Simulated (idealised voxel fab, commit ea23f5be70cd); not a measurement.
A process module follows: voxel capacitor over wiring.
The cross-section on display is named cut; it measures 220 nm wide, and its cells are 5 nm squares.
Cross-section format: a grid of square cells, given as bands from top to bottom; each band is one or more rows of cells.
Top, bottom (nm), then materials left to right with widths (nm); lone material tagged "all across" fills the whole band edge to edge; "air" = empty space.
Heights are measured from 0, the level below which the as-received wafer is all one material; the lowest band has no bottom and continues downward, written as in "z 0 and below".
When a width is written as two numbers, as in "30 to 40", the first number is the width in the top row of cells of the band and the second is the width in its bottom row, and the width changes by the same amount from each row to the next.
Where a step carries "no change", the cross-section came out of it unchanged, cell for cell.
In "Catalogued sealed voids" the enclosed voids are listed, meaning empty spaces of 8 cells or larger without any opening to the top. The form is width x height at distance, distance from the left edge, units nm.
after a step's settings: what the simulator itself notes on the step
overlay nm: on a step with a mask, how far right of its planned place the mask lay; negative means left.

-- Steps in the process plan
1 RECEIVE with material Si
2 CONFORMAL_DEP with material SiO2, thk nm 15
3 CONFORMAL_DEP with material SiN, thk nm 5
4 DIRECTIONAL_DEP with material SiO2, thk nm 15
5 DIRECTIONAL_DEP with material aC, thk nm 10
6 PATTERN with tone open, mask id METAL_1, material resist, width nm 25, pitch nm 95, thk nm 30, overlay nm 0
7 DIRECTIONAL_ETCH with etch materials aC, depth nm 10
8 STRIP with etch materials resist
9 DIRECTIONAL_ETCH with etch materials SiO2, depth nm 15
10 DIRECTIONAL_ETCH with etch materials SiN, depth nm 5
11 STRIP with etch materials aC
12 CONFORMAL_DEP with material TiN, thk nm 5
13 FILL_DEP with material W, thk nm 10
14 CMP with height nm 35
15 CONFORMAL_DEP with material SiCN, thk nm 5
16 DIRECTIONAL_DEP with material lowk, thk nm 15
17 MASKED_ETCH with tone open, mask id PLUG_1, width nm 15, etch materials lowk, depth nm 15, overlay nm 0
18 MASKED_ETCH with tone open, mask id PLUG_1, width nm 15, etch materials SiCN, depth nm 5, overlay nm 0
19 EPI with material Ru, thk nm 10
20 EPI with material Ru, thk nm 10
21 DIRECTIONAL_DEP with material TiN, thk nm 5
22 DIRECTIONAL_DEP with material HfO2, thk nm 5
23 DIRECTIONAL_DEP with material TiN, thk nm 5
24 DIRECTIONAL_DEP with material aC, thk nm 10
25 PATTERN with tone cover, mask id UPPER_PLATE, material resist, width nm 75, thk nm 30, overlay nm 0
26 DIRECTIONAL_ETCH with etch materials aC, depth nm 10
27 STRIP with etch materials resist
28 DIRECTIONAL_ETCH with etch materials TiN, depth nm 5
29 DIRECTIONAL_ETCH with etch materials HfO2, depth nm 5
30 STRIP with etch materials aC
31 PATTERN with tone cover, mask id LOWER_PLATE, material resist, width nm 85, thk nm 15, overlay nm 0
32 DIRECTIONAL_ETCH with etch materials TiN, depth nm 5
33 STRIP with etch materials resist
34 FILL_DEP with material SiO2, thk nm 20
35 CMP with height nm 85
36 DIRECTIONAL_DEP with material aC, thk nm 10
37 PATTERN with tone open, mask id PLUG_2, material resist, width nm 15, thk nm 30, overlay nm 0
38 DIRECTIONAL_ETCH with etch materials aC, depth nm 10
39 STRIP with etch materials resist
40 DIRECTIONAL_ETCH with etch materials SiO2, depth nm 15
41 STRIP with etch materials aC
42 CONFORMAL_DEP with material TiN, thk nm 5
43 FILL_DEP with material Cu, thk nm 10
44 CMP with height nm 85
45 CONFORMAL_DEP with material SiCN, thk nm 5

-- What follows covers the first of two wafers; it ran as planned

-- Incoming wafer in cross-section (state: after step 1)
    z 0 and below = Si all across
    Catalogued sealed voids: none

-- Wafer xsec, post step 2
    z 15 to 0 = SiO2 all across
    All layers under 0 are left as they were.

-- Wafer xsec, post step 3
    z 20 to 15 = SiN all across
    All layers under 15 are left as they were.

-- Wafer xsec, post step 4
    z 35 to 20 = SiO2 all across
    All layers under 20 are left as they were.

-- Wafer xsec, post step 5
    z 45 to 35 = aC all across
    All layers under 35 are left as they were.

-- Wafer xsec, post step 6
    z 75 to 45 = 50 of resist; 25 of air; 70 of resist; 25 of air; 50 of resist
    All layers under 45 are left as they were.

-- Wafer xsec, post step 7
    z 65 to 45 = 50 of resist; 25 of air; 70 of resist; 25 of air; 50 of resist
    z 45 to 35 = 50 of aC; 25 of air; 70 of aC; 25 of air; 50 of aC
    All layers under 35 are left as they were.

-- Wafer xsec, post step 8
    z 45 to 35 = 50 of aC; 25 of air; 70 of aC; 25 of air; 50 of aC
    All layers under 35 are left as they were.

-- Wafer xsec, post step 9
    z 45 to 35 = 50 of aC; 25 of air; 70 of aC; 25 of air; 50 of aC
    z 35 to 20 = 50 of SiO2; 25 of air; 70 of SiO2; 25 of air; 50 of SiO2
    All layers under 20 are left as they were.

-- Wafer xsec, post step 10
    z 45 to 35 = 50 of aC; 25 of air; 70 of aC; 25 of air; 50 of aC
    z 35 to 20 = 50 of SiO2; 25 of air; 70 of SiO2; 25 of air; 50 of SiO2
    z 20 to 15 = 50 of SiN; 25 of air; 70 of SiN; 25 of air; 50 of SiN
    All layers under 15 are left as they were.

-- Wafer xsec, post step 11
    z 35 to 20 = 50 of SiO2; 25 of air; 70 of SiO2; 25 of air; 50 of SiO2
    All layers under 20 are left as they were.

-- Wafer xsec, post step 12
    z 40 to 35 = 55 of TiN; 15 of air; 80 of TiN; 15 of air; 55 of TiN
    z 35 to 20 = 50 of SiO2; 5 of TiN; 15 of air; 5 of TiN; 70 of SiO2; 5 of TiN; 15 of air; 5 of TiN; 50 of SiO2
    z 20 to 15 = 50 of SiN; 25 of TiN; 70 of SiN; 25 of TiN; 50 of SiN
    All layers under 15 are left as they were.

-- Wafer xsec, post step 13
    z 50 to 40 = W all across
    z 40 to 35 = 55 of TiN; 15 of W; 80 of TiN; 15 of W; 55 of TiN
    z 35 to 20 = 50 of SiO2; 5 of TiN; 15 of W; 5 of TiN; 70 of SiO2; 5 of TiN; 15 of W; 5 of TiN; 50 of SiO2
    All layers under 20 are left as they were.

-- Wafer xsec, post step 14
    z 35 to 20 = 50 of SiO2; 5 of TiN; 15 of W; 5 of TiN; 70 of SiO2; 5 of TiN; 15 of W; 5 of TiN; 50 of SiO2
    All layers under 20 are left as they were.

-- Wafer xsec, post step 15
    z 40 to 35 = SiCN all across
    All layers under 35 are left as they were.

-- Wafer xsec, post step 16
    z 55 to 40 = lowk all across
    All layers under 40 are left as they were.

-- Wafer xsec, post step 17
    z 55 to 40 = 60 of lowk; 15 of air; 145 of lowk
    All layers under 40 are left as they were.

-- Wafer xsec, post step 18
    z 55 to 40 = 60 of lowk; 15 of air; 145 of lowk
    z 40 to 35 = 60 of SiCN; 15 of air; 145 of SiCN
    All layers under 35 are left as they were.

-- Wafer xsec, post step 19
    z 55 to 45 = 60 of lowk; 15 of air; 145 of lowk
    z 45 to 40 = 60 of lowk; 15 of Ru; 145 of lowk
    z 40 to 35 = 60 of SiCN; 15 of Ru; 145 of SiCN
    All layers under 35 are left as they were.

-- Wafer xsec, post step 20
    z 55 to 40 = 60 of lowk; 15 of Ru; 145 of lowk
    All layers under 40 are left as they were.

-- Wafer xsec, post step 21
    z 60 to 55 = TiN all across
    All layers under 55 are left as they were.

-- Wafer xsec, post step 22
    z 65 to 60 = HfO2 all across
    All layers under 60 are left as they were.

-- Wafer xsec, post step 23
    z 70 to 65 = TiN all across
    All layers under 65 are left as they were.

-- Wafer xsec, post step 24
    z 80 to 70 = aC all across
    All layers under 70 are left as they were.

-- Wafer xsec, post step 25
    z 110 to 80 = 60 of air; 75 of resist; 85 of air
    All layers under 80 are left as they were.

-- Wafer xsec, post step 26
    z 100 to 80 = 60 of air; 75 of resist; 85 of air
    z 80 to 70 = 60 of air; 75 of aC; 85 of air
    All layers under 70 are left as they were.

-- Wafer xsec, post step 27
    z 80 to 70 = 60 of air; 75 of aC; 85 of air
    All layers under 70 are left as they were.

-- Wafer xsec, post step 28
    z 80 to 70 = 60 of air; 75 of aC; 85 of air
    z 70 to 65 = 60 of air; 75 of TiN; 85 of air
    All layers under 65 are left as they were.

-- Wafer xsec, post step 29
    z 80 to 70 = 60 of air; 75 of aC; 85 of air
    z 70 to 65 = 60 of air; 75 of TiN; 85 of air
    z 65 to 60 = 60 of air; 75 of HfO2; 85 of air
    All layers under 60 are left as they were.

-- Wafer xsec, post step 30
    z 70 to 65 = 60 of air; 75 of TiN; 85 of air
    All layers under 65 are left as they were.

-- Wafer xsec, post step 31
    z 85 to 70 = 55 of air; 85 of resist; 80 of air
    z 70 to 65 = 55 of air; 5 of resist; 75 of TiN; 5 of resist; 80 of air
    z 65 to 60 = 55 of air; 5 of resist; 75 of HfO2; 5 of resist; 80 of air
    All layers under 60 are left as they were.

-- Wafer xsec, post step 32
    z 85 to 70 = 55 of air; 85 of resist; 80 of air
    z 70 to 65 = 55 of air; 5 of resist; 75 of TiN; 5 of resist; 80 of air
    z 65 to 60 = 55 of air; 5 of resist; 75 of HfO2; 5 of resist; 80 of air
    z 60 to 55 = 55 of air; 85 of TiN; 80 of air
    All layers under 55 are left as they were.

-- Wafer xsec, post step 33
    z 70 to 65 = 60 of air; 75 of TiN; 85 of air
    z 65 to 60 = 60 of air; 75 of HfO2; 85 of air
    All layers under 60 are left as they were.

-- Wafer xsec, post step 34
    z 90 to 70 = SiO2 all across
    z 70 to 65 = 60 of SiO2; 75 of TiN; 85 of SiO2
    z 65 to 60 = 60 of SiO2; 75 of HfO2; 85 of SiO2
    z 60 to 55 = 55 of SiO2; 85 of TiN; 80 of SiO2
    All layers under 55 are left as they were.

-- Wafer xsec, post step 35
    z 85 to 70 = SiO2 all across
    All layers under 70 are left as they were.

-- Wafer xsec, post step 36
    z 95 to 85 = aC all across
    All layers under 85 are left as they were.

-- Wafer xsec, post step 37
    z 125 to 95 = 70 of resist; 15 of air; 135 of resist
    All layers under 95 are left as they were.

-- Wafer xsec, post step 38
    z 115 to 95 = 70 of resist; 15 of air; 135 of resist
    z 95 to 85 = 70 of aC; 15 of air; 135 of aC
    All layers under 85 are left as they were.

-- Wafer xsec, post step 39
    z 95 to 85 = 70 of aC; 15 of air; 135 of aC
    All layers under 85 are left as they were.

-- Wafer xsec, post step 40
    z 95 to 85 = 70 of aC; 15 of air; 135 of aC
    z 85 to 70 = 70 of SiO2; 15 of air; 135 of SiO2
    All layers under 70 are left as they were.

-- Wafer xsec, post step 41
    z 85 to 70 = 70 of SiO2; 15 of air; 135 of SiO2
    All layers under 70 are left as they were.

-- Wafer xsec, post step 42
    z 90 to 85 = 75 of TiN; 5 of air; 140 of TiN
    z 85 to 75 = 70 of SiO2; 5 of TiN; 5 of air; 5 of TiN; 135 of SiO2
    z 75 to 65 = 70 to 60 of SiO2; 15 to 75 of TiN; 135 to 85 of SiO2
    All layers under 65 are left as they were.

-- Wafer xsec, post step 43
    z 100 to 90 = Cu all across
    z 90 to 85 = 75 of TiN; 5 of Cu; 140 of TiN
    z 85 to 75 = 70 of SiO2; 5 of TiN; 5 of Cu; 5 of TiN; 135 of SiO2
    All layers under 75 are left as they were.

-- Wafer xsec, post step 44
    z 85 to 75 = 70 of SiO2; 5 of TiN; 5 of Cu; 5 of TiN; 135 of SiO2
    All layers under 75 are left as they were.

-- Wafer xsec, post step 45
    z 90 to 85 = SiCN all across
    All layers under 85 are left as they were.

-- Okay, second wafer. Nothing different at the start, nothing different in the plan, just one mistake somewhere in the running. As far as step 16, counting that step, it's the first wafer all over again

-- What the second wafer looks like in cross-section when step 17 should have wrapped up
    z 55 to 40 = 60 of lowk; 20 of air; 140 of lowk
    All layers under 40 are left as they were.

-- What the second wafer looks like in cross-section when step 18 should have wrapped up
    z 55 to 40 = 60 of lowk; 20 of air; 140 of lowk
    z 40 to 35 = 60 of SiCN; 15 of air; 145 of SiCN
    All layers under 35 are left as they were.

-- What the second wafer looks like in cross-section when step 19 should have wrapped up
    z 55 to 45 = 60 of lowk; 20 of air; 140 of lowk
    z 45 to 40 = 60 of lowk; 20 of Ru; 140 of lowk
    z 40 to 35 = 60 of SiCN; 15 of Ru; 145 of SiCN
    All layers under 35 are left as they were.

-- What the second wafer looks like in cross-section when step 20 should have wrapped up
    z 55 to 40 = 60 of lowk; 20 of Ru; 140 of lowk
    All layers under 40 are left as they were.

-- What the second wafer looks like in cross-section when step 21 should have wrapped up
    z 60 to 55 = TiN all across
    All layers under 55 are left as they were.

-- What the second wafer looks like in cross-section when step 22 should have wrapped up
    z 65 to 60 = HfO2 all across
    All layers under 60 are left as they were.

-- What the second wafer looks like in cross-section when step 23 should have wrapped up
    z 70 to 65 = TiN all across
    All layers under 65 are left as they were.

-- What the second wafer looks like in cross-section when step 24 should have wrapped up
    z 80 to 70 = aC all across
    All layers under 70 are left as they were.

-- What the second wafer looks like in cross-section when step 25 should have wrapped up
    z 110 to 80 = 60 of air; 75 of resist; 85 of air
    All layers under 80 are left as they were.

-- What the second wafer looks like in cross-section when step 26 should have wrapped up
    z 100 to 80 = 60 of air; 75 of resist; 85 of air
    z 80 to 70 = 60 of air; 75 of aC; 85 of air
    All layers under 70 are left as they were.

-- What the second wafer looks like in cross-section when step 27 should have wrapped up
    z 80 to 70 = 60 of air; 75 of aC; 85 of air
    All layers under 70 are left as they were.

-- What the second wafer looks like in cross-section when step 28 should have wrapped up
    z 80 to 70 = 60 of air; 75 of aC; 85 of air
    z 70 to 65 = 60 of air; 75 of TiN; 85 of air
    All layers under 65 are left as they were.

-- What the second wafer looks like in cross-section when step 29 should have wrapped up
    z 80 to 70 = 60 of air; 75 of aC; 85 of air
    z 70 to 65 = 60 of air; 75 of TiN; 85 of air
    z 65 to 60 = 60 of air; 75 of HfO2; 85 of air
    All layers under 60 are left as they were.

-- What the second wafer looks like in cross-section when step 30 should have wrapped up
    z 70 to 65 = 60 of air; 75 of TiN; 85 of air
    All layers under 65 are left as they were.

-- What the second wafer looks like in cross-section when step 31 should have wrapped up
    z 85 to 70 = 55 of air; 85 of resist; 80 of air
    z 70 to 65 = 55 of air; 5 of resist; 75 of TiN; 5 of resist; 80 of air
    z 65 to 60 = 55 of air; 5 of resist; 75 of HfO2; 5 of resist; 80 of air
    All layers under 60 are left as they were.

-- What the second wafer looks like in cross-section when step 32 should have wrapped up
    z 85 to 70 = 55 of air; 85 of resist; 80 of air
    z 70 to 65 = 55 of air; 5 of resist; 75 of TiN; 5 of resist; 80 of air
    z 65 to 60 = 55 of air; 5 of resist; 75 of HfO2; 5 of resist; 80 of air
    z 60 to 55 = 55 of air; 85 of TiN; 80 of air
    All layers under 55 are left as they were.

-- What the second wafer looks like in cross-section when step 33 should have wrapped up
    z 70 to 65 = 60 of air; 75 of TiN; 85 of air
    z 65 to 60 = 60 of air; 75 of HfO2; 85 of air
    All layers under 60 are left as they were.

-- What the second wafer looks like in cross-section when step 34 should have wrapped up
    z 90 to 70 = SiO2 all across
    z 70 to 65 = 60 of SiO2; 75 of TiN; 85 of SiO2
    z 65 to 60 = 60 of SiO2; 75 of HfO2; 85 of SiO2
    z 60 to 55 = 55 of SiO2; 85 of TiN; 80 of SiO2
    All layers under 55 are left as they were.

-- What the second wafer looks like in cross-section when step 35 should have wrapped up
    z 85 to 70 = SiO2 all across
    All layers under 70 are left as they were.

-- What the second wafer looks like in cross-section when step 36 should have wrapped up
    z 95 to 85 = aC all across
    All layers under 85 are left as they were.

-- What the second wafer looks like in cross-section when step 37 should have wrapped up
    z 125 to 95 = 70 of resist; 15 of air; 135 of resist
    All layers under 95 are left as they were.

-- What the second wafer looks like in cross-section when step 38 should have wrapped up
    z 115 to 95 = 70 of resist; 15 of air; 135 of resist
    z 95 to 85 = 70 of aC; 15 of air; 135 of aC
    All layers under 85 are left as they were.

-- What the second wafer looks like in cross-section when step 39 should have wrapped up
    z 95 to 85 = 70 of aC; 15 of air; 135 of aC
    All layers under 85 are left as they were.

-- What the second wafer looks like in cross-section when step 40 should have wrapped up
    z 95 to 85 = 70 of aC; 15 of air; 135 of aC
    z 85 to 70 = 70 of SiO2; 15 of air; 135 of SiO2
    All layers under 70 are left as they were.

-- What the second wafer looks like in cross-section when step 41 should have wrapped up
    z 85 to 70 = 70 of SiO2; 15 of air; 135 of SiO2
    All layers under 70 are left as they were.

-- What the second wafer looks like in cross-section when step 42 should have wrapped up
    z 90 to 85 = 75 of TiN; 5 of air; 140 of TiN
    z 85 to 75 = 70 of SiO2; 5 of TiN; 5 of air; 5 of TiN; 135 of SiO2
    z 75 to 65 = 70 to 60 of SiO2; 15 to 75 of TiN; 135 to 85 of SiO2
    All layers under 65 are left as they were.

-- What the second wafer looks like in cross-section when step 43 should have wrapped up
    z 100 to 90 = Cu all across
    z 90 to 85 = 75 of TiN; 5 of Cu; 140 of TiN
    z 85 to 75 = 70 of SiO2; 5 of TiN; 5 of Cu; 5 of TiN; 135 of SiO2
    All layers under 75 are left as they were.

-- What the second wafer looks like in cross-section when step 44 should have wrapped up
    z 85 to 75 = 70 of SiO2; 5 of TiN; 5 of Cu; 5 of TiN; 135 of SiO2
    All layers under 75 are left as they were.

-- What the second wafer looks like in cross-section when step 45 should have wrapped up
    z 90 to 85 = SiCN all across
    All layers under 85 are left as they were.
In executing the process, a mistake was made relative to the plan: planned and actual differ for step 17; actual: MASKED_ETCH with tone open, mask id PLUG_1, width nm 20, etch materials lowk, depth nm 15, overlay nm 0
Cell-count delta at end, second wafer over first, by material: +3 Ru | -3 lowk
